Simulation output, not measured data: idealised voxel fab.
process module | voxel wiring stack
cross-section cut | 215 nm wide | cells 5 nm
A cross-section is a grid of square cells, given in bands from the top down. A band is one or more rows of cells.
Each band's line starts with the height of the band's top and of its bottom, in nm. Then come its materials from left to right, each with its width in nm. One material with "throughout" fills the band from edge to edge. "air" is empty space.
Height 0 is the level under which the wafer as received is all one material. The lowest band goes on downwards, as in "0 down".
A width such as "30 to 40" changes by the same amount from each row of cells to the next, from the band's top row to its bottom row.
"no change" after a step means that no cell of the cross-section changed.
closed voids: empty space of 8 cells or more with no open way to the top, each as width x height at its distance from the left edge, in nm
after a step's settings: what the simulator itself notes on the step
overlay nm, on a step with a mask: how far to the right of its planned place the mask lay; to the left if negative
Each pair below shows a cross-section before one step and the cross-section after it, down to the lowest band that changed. The line under each pair gives the step between them, with its settings. The pairs can come from different runs of this module on the same starting wafer, so a pair continues from the pair above only where its "before" says so.
before
  130 to 100: resist 50 | air 20 | resist 25 | air 20 | resist 25 | air 20 | resist 55
  100 to 85: aC throughout
  85 to 65: lowk throughout
  65 to 60: SiCN throughout
  60 to 50: lowk 50 | TiN 5 | Cu 5 | TiN 5 | lowk 75 | TiN 5 | Cu 5 | TiN 5 | lowk 60
  50 to 45: SiCN 50 | TiN 15 | SiCN 75 | TiN 15 | SiCN 60
  45 to 35: SiO2 50 | TiN 5 | W 10 | TiN 5 | SiO2 25 | TiN 5 | W 10 | TiN 5 | SiO2 25 | TiN 5 | W 10 | TiN 5 | SiO2 55
  35 to 30: SiCN 50 | TiN 20 | SiCN 25 | TiN 20 | SiCN 25 | TiN 20 | SiCN 55
  30 to 0: SiO2 throughout
  0 down: Si throughout
  closed voids: none
after
  115 to 100: resist 50 | air 20 | resist 25 | air 20 | resist 25 | air 20 | resist 55
  100 to 85: aC 50 | air 20 | aC 25 | air 20 | aC 25 | air 20 | aC 55
  below 85: unchanged
  closed voids: none
the step between: op DIRECTIONAL_ETCH | etch materials aC | depth nm 15
before: the cross-section after the pair above
after
  100 to 85: aC 50 | air 20 | aC 25 | air 20 | aC 25 | air 20 | aC 55
  below 85: unchanged
  closed voids: none
the step between: op STRIP | etch materials resist
before: the cross-section after the pair above
after
  100 to 85: aC 50 | air 20 | aC 25 | air 20 | aC 25 | air 20 | aC 55
  85 to 65: lowk 50 | air 20 | lowk 25 | air 20 | lowk 25 | air 20 | lowk 55
  below 65: unchanged
  closed voids: none
the step between: op DIRECTIONAL_ETCH | etch materials lowk | depth nm 20
before: the cross-section after the pair above
after
  100 to 85: aC 50 | air 20 | aC 25 | air 20 | aC 25 | air 20 | aC 55
  85 to 65: lowk 50 | air 20 | lowk 25 | air 20 | lowk 25 | air 20 | lowk 55
  65 to 60: SiCN 50 | air 20 | SiCN 25 | air 20 | SiCN 25 | air 20 | SiCN 55
  below 60: unchanged
  closed voids: none
the step between: op DIRECTIONAL_ETCH | etch materials SiCN | depth nm 5
before: the cross-section after the pair above
after
  85 to 65: lowk 50 | air 20 | lowk 25 | air 20 | lowk 25 | air 20 | lowk 55
  below 65: unchanged
  closed voids: none
the step between: op STRIP | etch materials aC
before: the cross-section after the pair above
after
  90 to 85: TiN 55 | air 10 | TiN 35 | air 10 | TiN 35 | air 10 | TiN 60
  85 to 65: lowk 50 | TiN 5 | air 10 | TiN 5 | lowk 25 | TiN 5 | air 10 | TiN 5 | lowk 25 | TiN 5 | air 10 | TiN 5 | lowk 55
  65 to 60: SiCN 50 | TiN 20 | SiCN 25 | TiN 20 | SiCN 25 | TiN 20 | SiCN 55
  below 60: unchanged
  closed voids: none
the step between: op CONFORMAL_DEP | material TiN | thk nm 5
before: the cross-section after the pair above
after
  100 to 90: Ru throughout
  90 to 85: TiN 55 | Ru 10 | TiN 35 | Ru 10 | TiN 35 | Ru 10 | TiN 60
  85 to 65: lowk 50 | TiN 5 | Ru 10 | TiN 5 | lowk 25 | TiN 5 | Ru 10 | TiN 5 | lowk 25 | TiN 5 | Ru 10 | TiN 5 | lowk 55
  below 65: unchanged
  closed voids: none
the step between: op FILL_DEP | material Ru | thk nm 10
before: the cross-section after the pair above
after
  85 to 65: lowk 50 | TiN 5 | Ru 10 | TiN 5 | lowk 25 | TiN 5 | Ru 10 | TiN 5 | lowk 25 | TiN 5 | Ru 10 | TiN 5 | lowk 55
  below 65: unchanged
  closed voids: none
the step between: op CMP | height nm 85
before: the cross-section after the pair above
after
  90 to 85: SiCN throughout
  below 85: unchanged
  closed voids: none
the step between: op CONFORMAL_DEP | material SiCN | thk nm 5
before: the cross-section after the pair above
after
  120 to 90: SiO2 throughout
  below 90: unchanged
  closed voids: none
the step between: op DIRECTIONAL_DEP | material SiO2 | thk nm 30
before: the cross-section after the pair above
after
  140 to 120: resist 50 | air 20 | resist 25 | air 20 | resist 25 | air 20 | resist 55
  below 120: unchanged
  closed voids: none
the step between: op PATTERN | tone open | mask id METAL_3 | material resist | width nm 20 | pitch nm 45 | thk nm 20 | overlay nm 0
before: the cross-section after the pair above
after
  140 to 120: resist 50 | air 20 | resist 25 | air 20 | resist 25 | air 20 | resist 55
  120 to 100: SiO2 50 | air 20 | SiO2 25 | air 20 | SiO2 25 | air 20 | SiO2 55
  below 100: unchanged
  closed voids: none
the step between: op DIRECTIONAL_ETCH | etch materials SiO2 | depth nm 20
before: the cross-section after the pair above
after
  120 to 100: SiO2 50 | air 20 | SiO2 25 | air 20 | SiO2 25 | air 20 | SiO2 55
  below 100: unchanged
  closed voids: none
the step between: op STRIP | etch materials resist
before: the cross-section after the pair above
after
  120 to 100: SiO2 50 | air 20 | SiO2 25 | air 20 | SiO2 25 | air 20 | SiO2 55
  100 to 90: SiO2 50 | air 15 | SiO2 75 | air 15 | SiO2 60
  below 90: unchanged
  closed voids: none
the step between: op MASKED_ETCH | tone open | mask id METAL_3_HOLES | width nm 15 | pitch nm 90 | etch materials SiO2 | depth nm 10 | overlay nm 0
before: the cross-section after the pair above
after
  120 to 100: SiO2 50 | air 20 | SiO2 25 | air 20 | SiO2 25 | air 20 | SiO2 55
  100 to 90: SiO2 50 | air 15 | SiO2 75 | air 15 | SiO2 60
  90 to 85: SiCN 50 | air 15 | SiCN 75 | air 15 | SiCN 60
  below 85: unchanged
  closed voids: none
the step between: op MASKED_ETCH | tone open | mask id METAL_3_HOLES | width nm 15 | pitch nm 90 | etch materials SiCN | depth nm 5 | overlay nm 0
before: the cross-section after the pair above
after
  125 to 120: TiN 55 | air 10 | TiN 35 | air 10 | TiN 35 | air 10 | TiN 60
  120 to 105: SiO2 50 | TiN 5 | air 10 | TiN 5 | SiO2 25 | TiN 5 | air 10 | TiN 5 | SiO2 25 | TiN 5 | air 10 | TiN 5 | SiO2 55
  105 to 100: SiO2 50 | TiN 5 | air 5 | TiN 10 | SiO2 25 | TiN 20 | SiO2 25 | TiN 5 | air 5 | TiN 10 | SiO2 55
  100 to 90: SiO2 50 | TiN 5 | air 5 | TiN 5 | SiO2 75 | TiN 5 | air 5 | TiN 5 | SiO2 60
  90 to 85: SiCN 50 | TiN 15 | SiCN 75 | TiN 15 | SiCN 60
  below 85: unchanged
  closed voids: none
the step between: op CONFORMAL_DEP | material TiN | thk nm 5
before: the cross-section after the pair above
after
  130 to 125: Cu throughout
  125 to 120: TiN 55 | Cu 10 | TiN 35 | Cu 10 | TiN 35 | Cu 10 | TiN 60
  120 to 105: SiO2 50 | TiN 5 | Cu 10 | TiN 5 | SiO2 25 | TiN 5 | Cu 10 | TiN 5 | SiO2 25 | TiN 5 | Cu 10 | TiN 5 | SiO2 55
  105 to 100: SiO2 50 | TiN 5 | Cu 5 | TiN 10 | SiO2 25 | TiN 20 | SiO2 25 | TiN 5 | Cu 5 | TiN 10 | SiO2 55
  100 to 90: SiO2 50 | TiN 5 | Cu 5 | TiN 5 | SiO2 75 | TiN 5 | Cu 5 | TiN 5 | SiO2 60
  below 90: unchanged
  closed voids: none
the step between: op FILL_DEP | material Cu | thk nm 5
before: the cross-section after the pair above
after
  120 to 105: SiO2 50 | TiN 5 | Cu 10 | TiN 5 | SiO2 25 | TiN 5 | Cu 10 | TiN 5 | SiO2 25 | TiN 5 | Cu 10 | TiN 5 | SiO2 55
  below 105: unchanged
  closed voids: none
the step between: op CMP | height nm 120
before: the cross-section after the pair above
after
  125 to 120: SiCN throughout
  below 120: unchanged
  closed voids: none
the step between: op CONFORMAL_DEP | material SiCN | thk nm 5
before
  0 down: Si throughout
  closed voids: none
after
  5 to 0: SiCN throughout
  below 0: unchanged
  closed voids: none
the step between: op CONFORMAL_DEP | material SiCN | thk nm 5
before: the cross-section after the pair above
after
  20 to 5: SiO2 throughout
  below 5: unchanged
  closed voids: none
the step between: op CONFORMAL_DEP | material SiO2 | thk nm 15
before: the cross-section after the pair above
after
  45 to 5: SiO2 throughout
  below 5: unchanged
  closed voids: none
the step between: op DIRECTIONAL_DEP | material SiO2 | thk nm 25
before: the cross-section after the pair above
after
  60 to 45: resist 50 | air 20 | resist 25 | air 20 | resist 25 | air 20 | resist 55
  below 45: unchanged
  closed voids: none
the step between: op PATTERN | tone open | mask id METAL_1 | material resist | width nm 20 | pitch nm 45 | thk nm 15 | overlay nm 0
before: the cross-section after the pair above
after
  60 to 45: resist 50 | air 20 | resist 25 | air 20 | resist 25 | air 20 | resist 55
  45 to 20: SiO2 50 | air 20 | SiO2 25 | air 20 | SiO2 25 | air 20 | SiO2 55
  below 20: unchanged
  closed voids: none
the step between: op DIRECTIONAL_ETCH | etch materials SiO2 | depth nm 25
before: the cross-section after the pair above
after
  45 to 20: SiO2 50 | air 20 | SiO2 25 | air 20 | SiO2 25 | air 20 | SiO2 55
  below 20: unchanged
  closed voids: none
the step between: op STRIP | etch materials resist
before: the cross-section after the pair above
after
  50 to 45: TiN 55 | air 10 | TiN 35 | air 10 | TiN 35 | air 10 | TiN 60
  45 to 25: SiO2 50 | TiN 5 | air 10 | TiN 5 | SiO2 25 | TiN 5 | air 10 | TiN 5 | SiO2 25 | TiN 5 | air 10 | TiN 5 | SiO2 55
  25 to 20: SiO2 50 | TiN 20 | SiO2 25 | TiN 20 | SiO2 25 | TiN 20 | SiO2 55
  below 20: unchanged
  closed voids: none
the step between: op CONFORMAL_DEP | material TiN | thk nm 5
before: the cross-section after the pair above
after
  60 to 50: W throughout
  50 to 45: TiN 55 | W 10 | TiN 35 | W 10 | TiN 35 | W 10 | TiN 60
  45 to 25: SiO2 50 | TiN 5 | W 10 | TiN 5 | SiO2 25 | TiN 5 | W 10 | TiN 5 | SiO2 25 | TiN 5 | W 10 | TiN 5 | SiO2 55
  below 25: unchanged
  closed voids: none
the step between: op FILL_DEP | material W | thk nm 10
before: the cross-section after the pair above
after
  45 to 25: SiO2 50 | TiN 5 | W 10 | TiN 5 | SiO2 25 | TiN 5 | W 10 | TiN 5 | SiO2 25 | TiN 5 | W 10 | TiN 5 | SiO2 55
  below 25: unchanged
  closed voids: none
the step between: op CMP | height nm 45
before: the cross-section after the pair above
after
  50 to 45: SiCN throughout
  below 45: unchanged
  closed voids: none
the step between: op CONFORMAL_DEP | material SiCN | thk nm 5
before: the cross-section after the pair above
after
  60 to 50: lowk throughout
  below 50: unchanged
  closed voids: none
the step between: op DIRECTIONAL_DEP | material lowk | thk nm 10
before: the cross-section after the pair above
after
  80 to 60: resist 50 | air 15 | resist 75 | air 15 | resist 60
  below 60: unchanged
  closed voids: none
the step between: op PATTERN | tone open | mask id PLUG_1 | material resist | width nm 15 | pitch nm 90 | thk nm 20 | overlay nm 0
before: the cross-section after the pair above
after
  80 to 60: resist 50 | air 15 | resist 75 | air 15 | resist 60
  60 to 50: lowk 50 | air 15 | lowk 75 | air 15 | lowk 60
  below 50: unchanged
  closed voids: none
the step between: op DIRECTIONAL_ETCH | etch materials lowk | depth nm 10
before: the cross-section after the pair above
after
  80 to 60: resist 50 | air 15 | resist 75 | air 15 | resist 60
  60 to 50: lowk 50 | air 15 | lowk 75 | air 15 | lowk 60
  50 to 45: SiCN 50 | air 15 | SiCN 75 | air 15 | SiCN 60
  below 45: unchanged
  closed voids: none
the step between: op DIRECTIONAL_ETCH | etch materials SiCN | depth nm 5
before: the cross-section after the pair above
after
  60 to 50: lowk 50 | air 15 | lowk 75 | air 15 | lowk 60
  below 50: unchanged
  closed voids: none
the step between: op STRIP | etch materials resist
before: the cross-section after the pair above
after
  65 to 60: TiN 55 | air 5 | TiN 85 | air 5 | TiN 65
  60 to 50: lowk 50 | TiN 5 | air 5 | TiN 5 | lowk 75 | TiN 5 | air 5 | TiN 5 | lowk 60
  50 to 45: SiCN 50 | TiN 15 | SiCN 75 | TiN 15 | SiCN 60
  below 45: unchanged
  closed voids: none
the step between: op CONFORMAL_DEP | material TiN | thk nm 5
before: the cross-section after the pair above
after
  70 to 65: Cu throughout
  65 to 60: TiN 55 | Cu 5 | TiN 85 | Cu 5 | TiN 65
  60 to 50: lowk 50 | TiN 5 | Cu 5 | TiN 5 | lowk 75 | TiN 5 | Cu 5 | TiN 5 | lowk 60
  below 50: unchanged
  closed voids: none
the step between: op FILL_DEP | material Cu | thk nm 5
before: the cross-section after the pair above
after
  60 to 50: lowk 50 | TiN 5 | Cu 5 | TiN 5 | lowk 75 | TiN 5 | Cu 5 | TiN 5 | lowk 60
  below 50: unchanged
  closed voids: none
the step between: op CMP | height nm 60
before: the cross-section after the pair above
after
  65 to 60: SiCN throughout
  below 60: unchanged
  closed voids: none
the step between: op CONFORMAL_DEP | material SiCN | thk nm 5
before: the cross-section after the pair above
after
  85 to 65: lowk throughout
  below 65: unchanged
  closed voids: none
the step between: op DIRECTIONAL_DEP | material lowk | thk nm 20
before: the cross-section after the pair above
after
  100 to 85: aC throughout
  below 85: unchanged
  closed voids: none
the step between: op DIRECTIONAL_DEP | material aC | thk nm 15
before: the cross-section after the pair above
after
  130 to 100: resist 50 | air 20 | resist 25 | air 20 | resist 25 | air 20 | resist 55
  below 100: unchanged
  closed voids: none
the step between: op PATTERN | tone open | mask id METAL_2 | material resist | width nm 20 | pitch nm 45 | thk nm 30 | overlay nm 0
before: the cross-section after the pair above
after
  115 to 100: resist 50 | air 20 | resist 25 | air 20 | resist 25 | air 20 | resist 55
  100 to 85: aC 50 | air 20 | aC 25 | air 20 | aC 25 | air 20 | aC 55
  below 85: unchanged
  closed voids: none
the step between: op DIRECTIONAL_ETCH | etch materials aC | depth nm 15
before: the cross-section after the pair above
after
  100 to 85: aC 50 | air 20 | aC 25 | air 20 | aC 25 | air 20 | aC 55
  below 85: unchanged
  closed voids: none
the step between: op STRIP | etch materials resist
before: the cross-section after the pair above
after
  100 to 85: aC 50 | air 20 | aC 25 | air 20 | aC 25 | air 20 | aC 55
  85 to 65: lowk 50 | air 20 | lowk 25 | air 20 | lowk 25 | air 20 | lowk 55
  below 65: unchanged
  closed voids: none
the step between: op DIRECTIONAL_ETCH | etch materials lowk | depth nm 20
before: the cross-section after the pair above
after
  100 to 85: aC 50 | air 20 | aC 25 | air 20 | aC 25 | air 20 | aC 55
  85 to 65: lowk 50 | air 20 | lowk 25 | air 20 | lowk 25 | air 20 | lowk 55
  65 to 60: SiCN 50 | air 20 | SiCN 25 | air 20 | SiCN 25 | air 20 | SiCN 55
  below 60: unchanged
  closed voids: none
the step between: op DIRECTIONAL_ETCH | etch materials SiCN | depth nm 5
before: the cross-section after the pair above
after
  85 to 65: lowk 50 | air 20 | lowk 25 | air 20 | lowk 25 | air 20 | lowk 55
  below 65: unchanged
  closed voids: none
the step between: op STRIP | etch materials aC
before: the cross-section after the pair above
after
  90 to 85: TiN 55 | air 10 | TiN 35 | air 10 | TiN 35 | air 10 | TiN 60
  85 to 65: lowk 50 | TiN 5 | air 10 | TiN 5 | lowk 25 | TiN 5 | air 10 | TiN 5 | lowk 25 | TiN 5 | air 10 | TiN 5 | lowk 55
  65 to 60: SiCN 50 | TiN 20 | SiCN 25 | TiN 20 | SiCN 25 | TiN 20 | SiCN 55
  below 60: unchanged
  closed voids: none
the step between: op CONFORMAL_DEP | material TiN | thk nm 5
before: the cross-section after the pair above
after
  100 to 90: Ru throughout
  90 to 85: TiN 55 | Ru 10 | TiN 35 | Ru 10 | TiN 35 | Ru 10 | TiN 60
  85 to 65: lowk 50 | TiN 5 | Ru 10 | TiN 5 | lowk 25 | TiN 5 | Ru 10 | TiN 5 | lowk 25 | TiN 5 | Ru 10 | TiN 5 | lowk 55
  below 65: unchanged
  closed voids: none
the step between: op FILL_DEP | material Ru | thk nm 10
before: the cross-section after the pair above
after
  85 to 65: lowk 50 | TiN 5 | Ru 10 | TiN 5 | lowk 25 | TiN 5 | Ru 10 | TiN 5 | lowk 25 | TiN 5 | Ru 10 | TiN 5 | lowk 55
  below 65: unchanged
  closed voids: none
the step between: op CMP | height nm 85
before: the cross-section after the pair above
after
  90 to 85: SiCN throughout
  below 85: unchanged
  closed voids: none
the step between: op CONFORMAL_DEP | material SiCN | thk nm 5
before: the cross-section after the pair above
after
  120 to 90: SiO2 throughout
  below 90: unchanged
  closed voids: none
the step between: op DIRECTIONAL_DEP | material SiO2 | thk nm 30
before: the cross-section after the pair above
after
  140 to 120: resist 50 | air 20 | resist 25 | air 20 | resist 25 | air 20 | resist 55
  below 120: unchanged
  closed voids: none
the step between: op PATTERN | tone open | mask id METAL_3 | material resist | width nm 20 | pitch nm 45 | thk nm 20 | overlay nm 0
before: the cross-section after the pair above
after
  140 to 120: resist 50 | air 20 | resist 25 | air 20 | resist 25 | air 20 | resist 55
  120 to 100: SiO2 50 | air 20 | SiO2 25 | air 20 | SiO2 25 | air 20 | SiO2 55
  below 100: unchanged
  closed voids: none
the step between: op DIRECTIONAL_ETCH | etch materials SiO2 | depth nm 20
before: the cross-section after the pair above
after
  120 to 100: SiO2 50 | air 20 | SiO2 25 | air 20 | SiO2 25 | air 20 | SiO2 55
  below 100: unchanged
  closed voids: none
the step between: op STRIP | etch materials resist
before: the cross-section after the pair above
after
  120 to 100: SiO2 50 | air 20 | SiO2 25 | air 20 | SiO2 25 | air 20 | SiO2 55
  100 to 90: SiO2 50 | air 15 | SiO2 75 | air 15 | SiO2 60
  below 90: unchanged
  closed voids: none
the step between: op MASKED_ETCH | tone open | mask id METAL_3_HOLES | width nm 15 | pitch nm 90 | etch materials SiO2 | depth nm 10 | overlay nm 0
before: the cross-section after the pair above
after
  120 to 100: SiO2 50 | air 20 | SiO2 25 | air 20 | SiO2 25 | air 20 | SiO2 55
  100 to 90: SiO2 50 | air 15 | SiO2 75 | air 15 | SiO2 60
  90 to 85: SiCN 50 | air 15 | SiCN 75 | air 15 | SiCN 60
  below 85: unchanged
  closed voids: none
the step between: op MASKED_ETCH | tone open | mask id METAL_3_HOLES | width nm 15 | pitch nm 90 | etch materials SiCN | depth nm 5 | overlay nm 0
before: the cross-section after the pair above
after
  125 to 120: TiN 55 | air 10 | TiN 35 | air 10 | TiN 35 | air 10 | TiN 60
  120 to 105: SiO2 50 | TiN 5 | air 10 | TiN 5 | SiO2 25 | TiN 5 | air 10 | TiN 5 | SiO2 25 | TiN 5 | air 10 | TiN 5 | SiO2 55
  105 to 100: SiO2 50 | TiN 5 | air 5 | TiN 10 | SiO2 25 | TiN 20 | SiO2 25 | TiN 5 | air 5 | TiN 10 | SiO2 55
  100 to 90: SiO2 50 | TiN 5 | air 5 | TiN 5 | SiO2 75 | TiN 5 | air 5 | TiN 5 | SiO2 60
  90 to 85: SiCN 50 | TiN 15 | SiCN 75 | TiN 15 | SiCN 60
  below 85: unchanged
  closed voids: none
the step between: op CONFORMAL_DEP | material TiN | thk nm 5
before: the cross-section after the pair above
after
  130 to 125: Cu throughout
  125 to 120: TiN 55 | Cu 10 | TiN 35 | Cu 10 | TiN 35 | Cu 10 | TiN 60
  120 to 105: SiO2 50 | TiN 5 | Cu 10 | TiN 5 | SiO2 25 | TiN 5 | Cu 10 | TiN 5 | SiO2 25 | TiN 5 | Cu 10 | TiN 5 | SiO2 55
  105 to 100: SiO2 50 | TiN 5 | Cu 5 | TiN 10 | SiO2 25 | TiN 20 | SiO2 25 | TiN 5 | Cu 5 | TiN 10 | SiO2 55
  100 to 90: SiO2 50 | TiN 5 | Cu 5 | TiN 5 | SiO2 75 | TiN 5 | Cu 5 | TiN 5 | SiO2 60
  below 90: unchanged
  closed voids: none
the step between: op FILL_DEP | material Cu | thk nm 5
before: the cross-section after the pair above
after
  120 to 105: SiO2 50 | TiN 5 | Cu 10 | TiN 5 | SiO2 25 | TiN 5 | Cu 10 | TiN 5 | SiO2 25 | TiN 5 | Cu 10 | TiN 5 | SiO2 55
  below 105: unchanged
  closed voids: none
the step between: op CMP | height nm 120
before: the cross-section after the pair above
after
  125 to 120: SiCN throughout
  below 120: unchanged
  closed voids: none
the step between: op CONFORMAL_DEP | material SiCN | thk nm 5
before
  100 to 90: Ru throughout
  90 to 85: TiN 55 | Ru 10 | TiN 35 | Ru 10 | TiN 35 | Ru 10 | TiN 60
  85 to 65: lowk 50 | TiN 5 | Ru 10 | TiN 5 | lowk 25 | TiN 5 | Ru 10 | TiN 5 | lowk 25 | TiN 5 | Ru 10 | TiN 5 | lowk 55
  65 to 60: SiCN 50 | TiN 20 | SiCN 25 | TiN 20 | SiCN 25 | TiN 20 | SiCN 55
  60 to 50: lowk 50 | TiN 5 | Cu 5 | TiN 5 | lowk 75 | TiN 5 | Cu 5 | TiN 5 | lowk 60
  50 to 45: SiCN 50 | TiN 15 | SiCN 75 | TiN 15 | SiCN 60
  45 to 20: SiO2 50 | TiN 5 | W 10 | TiN 5 | SiO2 25 | TiN 5 | W 10 | TiN 5 | SiO2 25 | TiN 5 | W 10 | TiN 5 | SiO2 55
  20 to 15: SiCN 50 | TiN 20 | SiCN 25 | TiN 20 | SiCN 25 | TiN 20 | SiCN 55
  15 to 0: SiO2 throughout
  0 down: Si throughout
  closed voids: none
after
  95 to 90: Ru throughout
  below 90: unchanged
  closed voids: none
the step between: op CMP | height nm 95
before: the cross-section after the pair above
after
  100 to 95: SiCN throughout
  below 95: unchanged
  closed voids: none
the step between: op CONFORMAL_DEP | material SiCN | thk nm 5
before: the cross-section after the pair above
after
  130 to 100: SiO2 throughout
  below 100: unchanged
  closed voids: none
the step between: op DIRECTIONAL_DEP | material SiO2 | thk nm 30
before: the cross-section after the pair above
after
  150 to 130: resist 50 | air 20 | resist 25 | air 20 | resist 25 | air 20 | resist 55
  below 130: unchanged
  closed voids: none
the step between: op PATTERN | tone open | mask id METAL_3 | material resist | width nm 20 | pitch nm 45 | thk nm 20 | overlay nm 0
before: the cross-section after the pair above
after
  150 to 130: resist 50 | air 20 | resist 25 | air 20 | resist 25 | air 20 | resist 55
  130 to 110: SiO2 50 | air 20 | SiO2 25 | air 20 | SiO2 25 | air 20 | SiO2 55
  below 110: unchanged
  closed voids: none
the step between: op DIRECTIONAL_ETCH | etch materials SiO2 | depth nm 20
before: the cross-section after the pair above
after
  130 to 110: SiO2 50 | air 20 | SiO2 25 | air 20 | SiO2 25 | air 20 | SiO2 55
  below 110: unchanged
  closed voids: none
the step between: op STRIP | etch materials resist
before: the cross-section after the pair above
after
  130 to 110: SiO2 50 | air 20 | SiO2 25 | air 20 | SiO2 25 | air 20 | SiO2 55
  110 to 100: SiO2 50 | air 15 | SiO2 75 | air 15 | SiO2 60
  below 100: unchanged
  closed voids: none
the step between: op MASKED_ETCH | tone open | mask id METAL_3_HOLES | width nm 15 | pitch nm 90 | etch materials SiO2 | depth nm 10 | overlay nm 0
before: the cross-section after the pair above
after
  130 to 110: SiO2 50 | air 20 | SiO2 25 | air 20 | SiO2 25 | air 20 | SiO2 55
  110 to 100: SiO2 50 | air 15 | SiO2 75 | air 15 | SiO2 60
  100 to 95: SiCN 50 | air 15 | SiCN 75 | air 15 | SiCN 60
  below 95: unchanged
  closed voids: none
the step between: op MASKED_ETCH | tone open | mask id METAL_3_HOLES | width nm 15 | pitch nm 90 | etch materials SiCN | depth nm 5 | overlay nm 0
before: the cross-section after the pair above
after
  135 to 130: TiN 55 | air 10 | TiN 35 | air 10 | TiN 35 | air 10 | TiN 60
  130 to 115: SiO2 50 | TiN 5 | air 10 | TiN 5 | SiO2 25 | TiN 5 | air 10 | TiN 5 | SiO2 25 | TiN 5 | air 10 | TiN 5 | SiO2 55
  115 to 110: SiO2 50 | TiN 5 | air 5 | TiN 10 | SiO2 25 | TiN 20 | SiO2 25 | TiN 5 | air 5 | TiN 10 | SiO2 55
  110 to 100: SiO2 50 | TiN 5 | air 5 | TiN 5 | SiO2 75 | TiN 5 | air 5 | TiN 5 | SiO2 60
  100 to 95: SiCN 50 | TiN 15 | SiCN 75 | TiN 15 | SiCN 60
  below 95: unchanged
  closed voids: none
the step between: op CONFORMAL_DEP | material TiN | thk nm 5
before: the cross-section after the pair above
after
  140 to 135: Cu throughout
  135 to 130: TiN 55 | Cu 10 | TiN 35 | Cu 10 | TiN 35 | Cu 10 | TiN 60
  130 to 115: SiO2 50 | TiN 5 | Cu 10 | TiN 5 | SiO2 25 | TiN 5 | Cu 10 | TiN 5 | SiO2 25 | TiN 5 | Cu 10 | TiN 5 | SiO2 55
  115 to 110: SiO2 50 | TiN 5 | Cu 5 | TiN 10 | SiO2 25 | TiN 20 | SiO2 25 | TiN 5 | Cu 5 | TiN 10 | SiO2 55
  110 to 100: SiO2 50 | TiN 5 | Cu 5 | TiN 5 | SiO2 75 | TiN 5 | Cu 5 | TiN 5 | SiO2 60
  below 100: unchanged
  closed voids: none
the step between: op FILL_DEP | material Cu | thk nm 5
before: the cross-section after the pair above
after
  120 to 115: SiO2 50 | TiN 5 | Cu 10 | TiN 5 | SiO2 25 | TiN 5 | Cu 10 | TiN 5 | SiO2 25 | TiN 5 | Cu 10 | TiN 5 | SiO2 55
  below 115: unchanged
  closed voids: none
the step between: op CMP | height nm 120
before: the cross-section after the pair above
after
  125 to 120: SiCN throughout
  below 120: unchanged
  closed voids: none
the step between: op CONFORMAL_DEP | material SiCN | thk nm 5
before
  60 to 50: lowk throughout
  50 to 45: SiCN throughout
  45 to 20: SiO2 50 | TiN 5 | W 10 | TiN 5 | SiO2 25 | TiN 5 | W 10 | TiN 5 | SiO2 25 | TiN 5 | W 10 | TiN 5 | SiO2 55
  20 to 15: SiCN 50 | TiN 20 | SiCN 25 | TiN 20 | SiCN 25 | TiN 20 | SiCN 55
  15 to 0: SiO2 throughout
  0 down: Si throughout
  closed voids: none
after
  80 to 60: resist 45 | air 25 | resist 65 | air 25 | resist 55
  below 60: unchanged
  closed voids: none
the step between: op PATTERN | tone open | mask id PLUG_1 | material resist | width nm 25 | pitch nm 90 | thk nm 20 | overlay nm 0
before: the cross-section after the pair above
after
  80 to 60: resist 45 | air 25 | resist 65 | air 25 | resist 55
  60 to 50: lowk 45 | air 25 | lowk 65 | air 25 | lowk 55
  below 50: unchanged
  closed voids: none
the step between: op DIRECTIONAL_ETCH | etch materials lowk | depth nm 10
before: the cross-section after the pair above
after
  80 to 60: resist 45 | air 25 | resist 65 | air 25 | resist 55
  60 to 50: lowk 45 | air 25 | lowk 65 | air 25 | lowk 55
  50 to 45: SiCN 45 | air 25 | SiCN 65 | air 25 | SiCN 55
  below 45: unchanged
  closed voids: none
the step between: op DIRECTIONAL_ETCH | etch materials SiCN | depth nm 5
before: the cross-section after the pair above
after
  60 to 50: lowk 45 | air 25 | lowk 65 | air 25 | lowk 55
  below 50: unchanged
  closed voids: none
the step between: op STRIP | etch materials resist
before: the cross-section after the pair above
after
  65 to 60: TiN 50 | air 15 | TiN 75 | air 15 | TiN 60
  60 to 50: lowk 45 | TiN 5 | air 15 | TiN 5 | lowk 65 | TiN 5 | air 15 | TiN 5 | lowk 55
  50 to 45: SiCN 45 | TiN 25 | SiCN 65 | TiN 25 | SiCN 55
  below 45: unchanged
  closed voids: none
the step between: op CONFORMAL_DEP | material TiN | thk nm 5
before: the cross-section after the pair above
after
  70 to 65: Cu throughout
  65 to 60: TiN 50 | Cu 15 | TiN 75 | Cu 15 | TiN 60
  60 to 50: lowk 45 | TiN 5 | Cu 15 | TiN 5 | lowk 65 | TiN 5 | Cu 15 | TiN 5 | lowk 55
  below 50: unchanged
  closed voids: none
the step between: op FILL_DEP | material Cu | thk nm 5
before: the cross-section after the pair above
after
  60 to 50: lowk 45 | TiN 5 | Cu 15 | TiN 5 | lowk 65 | TiN 5 | Cu 15 | TiN 5 | lowk 55
  below 50: unchanged
  closed voids: none
the step between: op CMP | height nm 60
before: the cross-section after the pair above
after
  65 to 60: SiCN throughout
  below 60: unchanged
  closed voids: none
the step between: op CONFORMAL_DEP | material SiCN | thk nm 5
before: the cross-section after the pair above
after
  85 to 65: lowk throughout
  below 65: unchanged
  closed voids: none
the step between: op DIRECTIONAL_DEP | material lowk | thk nm 20
before: the cross-section after the pair above
after
  100 to 85: aC throughout
  below 85: unchanged
  closed voids: none
the step between: op DIRECTIONAL_DEP | material aC | thk nm 15
before: the cross-section after the pair above
after
  130 to 100: resist 50 | air 20 | resist 25 | air 20 | resist 25 | air 20 | resist 55
  below 100: unchanged
  closed voids: none
the step between: op PATTERN | tone open | mask id METAL_2 | material resist | width nm 20 | pitch nm 45 | thk nm 30 | overlay nm 0
before: the cross-section after the pair above
after
  115 to 100: resist 50 | air 20 | resist 25 | air 20 | resist 25 | air 20 | resist 55
  100 to 85: aC 50 | air 20 | aC 25 | air 20 | aC 25 | air 20 | aC 55
  below 85: unchanged
  closed voids: none
the step between: op DIRECTIONAL_ETCH | etch materials aC | depth nm 15
before: the cross-section after the pair above
after
  100 to 85: aC 50 | air 20 | aC 25 | air 20 | aC 25 | air 20 | aC 55
  below 85: unchanged
  closed voids: none
the step between: op STRIP | etch materials resist
before: the cross-section after the pair above
after
  100 to 85: aC 50 | air 20 | aC 25 | air 20 | aC 25 | air 20 | aC 55
  85 to 65: lowk 50 | air 20 | lowk 25 | air 20 | lowk 25 | air 20 | lowk 55
  below 65: unchanged
  closed voids: none
the step between: op DIRECTIONAL_ETCH | etch materials lowk | depth nm 20
before: the cross-section after the pair above
after
  100 to 85: aC 50 | air 20 | aC 25 | air 20 | aC 25 | air 20 | aC 55
  85 to 65: lowk 50 | air 20 | lowk 25 | air 20 | lowk 25 | air 20 | lowk 55
  65 to 60: SiCN 50 | air 20 | SiCN 25 | air 20 | SiCN 25 | air 20 | SiCN 55
  below 60: unchanged
  closed voids: none
the step between: op DIRECTIONAL_ETCH | etch materials SiCN | depth nm 5
